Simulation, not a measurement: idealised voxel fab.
Process module heading - voxel capacitor over wiring
This is section cut - it's 195 nm across, gridded in 5 nm square cells.
Notation: cross-section as square-cell grid; stated in bands, top first, going down; one or more cell rows per band. What a band's entry tells you: where the top is and where the bottom is, as heights in nm, and after that what lies inside, material by material from left to right, each with its width in nm. Empty space is written as the word "air", and a single material marked with the word "throughout" occupies the band from edge to edge. Height datum 0, below which the as-received substrate wafer is one material. Lowest band open at the bottom, running downward: "0..down". Read "30..40" as a graded width: first number on top, second number at the bottom, same change between each pair of neighbouring rows. Given "identical to before" for a step, no cell of the cross-section differs between before and after that step. Sealed void listing: empty space of 8 cells or more with no open way to the top, each as width x height at its distance from the left edge, in nm. If you see something after the settings on a step's line, that's the simulator's own remark about that step. overlay nm: mask offset rightward from planned place, masked step; negative means leftward offset.

## Process steps - plan
1: RECEIVE [material Si]
2: CONFORMAL_DEP [material SiO2] [thk nm 10]
3: CONFORMAL_DEP [material SiCN] [thk nm 5]
4: DIRECTIONAL_DEP [material lowk] [thk nm 15]
5: PATTERN [tone open] [mask id METAL_1] [material resist] [width nm 25] [pitch nm 80] [thk nm 15] [overlay nm 0]
6: DIRECTIONAL_ETCH [etch materials lowk] [depth nm 15]
7: DIRECTIONAL_ETCH [etch materials SiCN] [depth nm 5]
8: STRIP [etch materials resist]
9: CONFORMAL_DEP [material TiN] [thk nm 5]
10: FILL_DEP [material Cu] [thk nm 10]
11: CMP [height nm 30]
12: EPI [material Ru] [thk nm 5]
13: FILL_DEP [material SiCN] [thk nm 5]
14: DIRECTIONAL_DEP [material lowk] [thk nm 10]
15: MASKED_ETCH [tone open] [mask id PLUG_1] [width nm 15] [etch materials lowk] [depth nm 10] [overlay nm -15]
16: MASKED_ETCH [tone open] [mask id PLUG_1] [width nm 15] [etch materials SiCN] [depth nm 5] [overlay nm 0]
17: EPI [material Ru] [thk nm 10]
18: EPI [material Ru] [thk nm 5]
19: DIRECTIONAL_DEP [material TiN] [thk nm 10]
20: DIRECTIONAL_DEP [material SiN] [thk nm 5]
21: DIRECTIONAL_DEP [material TiN] [thk nm 10]
22: DIRECTIONAL_DEP [material aC] [thk nm 10]
23: PATTERN [tone cover] [mask id UPPER_PLATE] [material resist] [width nm 60] [thk nm 30] [overlay nm 0]
24: DIRECTIONAL_ETCH [etch materials aC] [depth nm 10]
25: STRIP [etch materials resist]
26: DIRECTIONAL_ETCH [etch materials TiN] [depth nm 10]
27: DIRECTIONAL_ETCH [etch materials SiN] [depth nm 5]
28: STRIP [etch materials aC]
29: MASKED_ETCH [tone cover] [mask id LOWER_PLATE] [width nm 70] [etch materials TiN] [depth nm 10] [overlay nm 0]
30: FILL_DEP [material SiO2] [thk nm 15]
31: CMP [height nm 85]
32: PATTERN [tone open] [mask id PLUG_2] [material resist] [width nm 15] [thk nm 20] [overlay nm 0]
33: DIRECTIONAL_ETCH [etch materials SiO2] [depth nm 10]
34: STRIP [etch materials resist]
35: CONFORMAL_DEP [material TiN] [thk nm 5]
36: FILL_DEP [material Cu] [thk nm 5]
37: CMP [height nm 85]
38: CONFORMAL_DEP [material SiCN] [thk nm 5]
Wafers differ in overlay nm at step 15; plan lists the first wafer's value; identical starting state.

## The first of several wafers as received, shown in cross-section; this is its state after step 1
0..down  Si throughout
Sealed void listing: none

## Cross-sectional representation of the first of several wafers at the end of the module, i.e. after its terminal step, step 38
90..85  SiCN throughout
85..80  SiO2 (65) | TiN (5) | Cu (5) | TiN (5) | SiO2 (115)
80..75  SiO2 (65) | TiN (15) | SiO2 (115)
75..65  SiO2 (55) | TiN (60) | SiO2 (80)
65..60  SiO2 (55) | SiN (60) | SiO2 (80)
60..50  SiO2 (55) | TiN (65) | SiO2 (75)
50..40  lowk (40) | SiO2 (10) | TiN (5) | lowk (140)
40..35  SiCN throughout
35..30  SiCN (40) | Ru (35) | SiCN (45) | Ru (35) | SiCN (40)
30..15  lowk (45) | TiN (5) | Cu (15) | TiN (5) | lowk (55) | TiN (5) | Cu (15) | TiN (5) | lowk (45)
15..10  SiCN (45) | TiN (25) | SiCN (55) | TiN (25) | SiCN (45)
10..0  SiO2 throughout
0..down  Si throughout
Sealed void listing: none

## The last wafer as seen in cross-section at the end of the module
90..85  SiCN throughout
85..80  SiO2 (65) | TiN (5) | Cu (5) | TiN (5) | SiO2 (115)
80..75  SiO2 (65) | TiN (15) | SiO2 (115)
75..65  SiO2 (55) | TiN (15) | SiO2 (15) | TiN (30) | SiO2 (80)
65..60  SiO2 (55) | SiN (15) | TiN (15) | SiN (30) | SiO2 (80)
60..55  SiO2 (50) | TiN (70) | SiO2 (75)
55..50  SiO2 (50) | TiN (20) | SiN (15) | TiN (35) | SiO2 (75)
50..40  lowk (70) | TiN (15) | lowk (110)
40..35  SiCN throughout
35..30  SiCN (40) | Ru (35) | SiCN (45) | Ru (35) | SiCN (40)
30..15  lowk (45) | TiN (5) | Cu (15) | TiN (5) | lowk (55) | TiN (5) | Cu (15) | TiN (5) | lowk (45)
15..10  SiCN (45) | TiN (25) | SiCN (55) | TiN (25) | SiCN (45)
10..0  SiO2 throughout
0..down  Si throughout
Sealed void listing: none

## Row per wafer, end-of-module: cell gain (+)/loss (-) by material since the wafer came in, then closed voids
overlay nm -15 | +19 Cu | +14 Ru | +132 SiCN | +12 SiN | +287 SiO2 | +79 TiN | +159 lowk | Sealed void listing: none
overlay nm -10 | +19 Cu | +21 Ru | +131 SiCN | +12 SiN | +281 SiO2 | +79 TiN | +159 lowk | Sealed void listing: none
overlay nm -5 | +19 Cu | +22 Ru | +130 SiCN | +12 SiN | +281 SiO2 | +79 TiN | +159 lowk | Sealed void listing: none
overlay nm 0 | +19 Cu | +23 Ru | +129 SiCN | +12 SiN | +281 SiO2 | +79 TiN | +159 lowk | Sealed void listing: none
overlay nm 5 | +19 Cu | +22 Ru | +130 SiCN | +12 SiN | +281 SiO2 | +79 TiN | +159 lowk | Sealed void listing: none
overlay nm 10 | +19 Cu | +21 Ru | +131 SiCN | +12 SiN | +281 SiO2 | +79 TiN | +159 lowk | Sealed void listing: none
overlay nm 15 | +19 Cu | +14 Ru | +132 SiCN | +12 SiN | +287 SiO2 | +79 TiN | +159 lowk | Sealed void listing: none
